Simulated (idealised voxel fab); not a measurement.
Documented hereafter: the process module known as voxel lift off.
Section shown: cut. Width: 215 nm. Cell size: 5 nm, square.
Cross-section format: a grid of square cells, given as bands from top to bottom; each band is one or more rows of cells. Top height, bottom height, nm. Materials left to right, width each, nm. Single material + "everywhere" = fills band edge to edge. "empty" = empty. Zero point of the height axis is 0; under it, received wafer = one material. Lowest band: continues down indefinitely, "0 nm and below". Width: "30..40" (first number = top row, second number = bottom row, same change from row to row of cells). Where the words "no modifications" appear for a step, the cross-section shows no cell changed by that step; every cell remained as before. So "Internal closed voids" is basically the list of trapped voids: any empty space of 8 cells or more that can't reach the top through an opening. They're written width x height at distance, the distance being from the left edge, and it's all nm. On each step's line, the part that comes after the settings is the simulator's own comment on the step. overlay nm: how far to the right of its planned place the mask lay on this masked step (negative: to the left).
## Intended process steps
step 1: op RECEIVE | material Si
step 2: op CONFORMAL_DEP | material Al2O3 | thk nm 15
step 3: op PATTERN | tone open | mask id LINES | material resist | width nm 15 | pitch nm 30 | thk nm 20 | overlay nm 0
step 4: op DIRECTIONAL_DEP | material Ru | thk nm 10
step 5: op STRIP | etch materials resist
step 6: op CONFORMAL_DEP | material SiO2 | thk nm 5
## As-received wafer cross-section (after step 1)
    0 nm and below = Si everywhere
    Internal closed voids: none
## Final wafer profile in cross-section after the module, from the same start and plan as above, with one mistake made during processing
    45 nm to 40 nm = 80 of empty / 25 of SiO2 / 5 of empty / 25 of SiO2 / 80 of empty
    40 nm to 35 nm = 80 of empty / 5 of SiO2 / 15 of Ru / 5 of SiO2 / 5 of empty / 5 of SiO2 / 15 of Ru / 5 of SiO2 / 80 of empty
    35 nm to 30 nm = 85 of SiO2 / 15 of Ru / 15 of SiO2 / 15 of Ru / 85 of SiO2
    30 nm to 0 nm = Al2O3 everywhere
    0 nm and below = Si everywhere
    Internal closed voids: none
Want to know what went wrong? step 2 was run twice
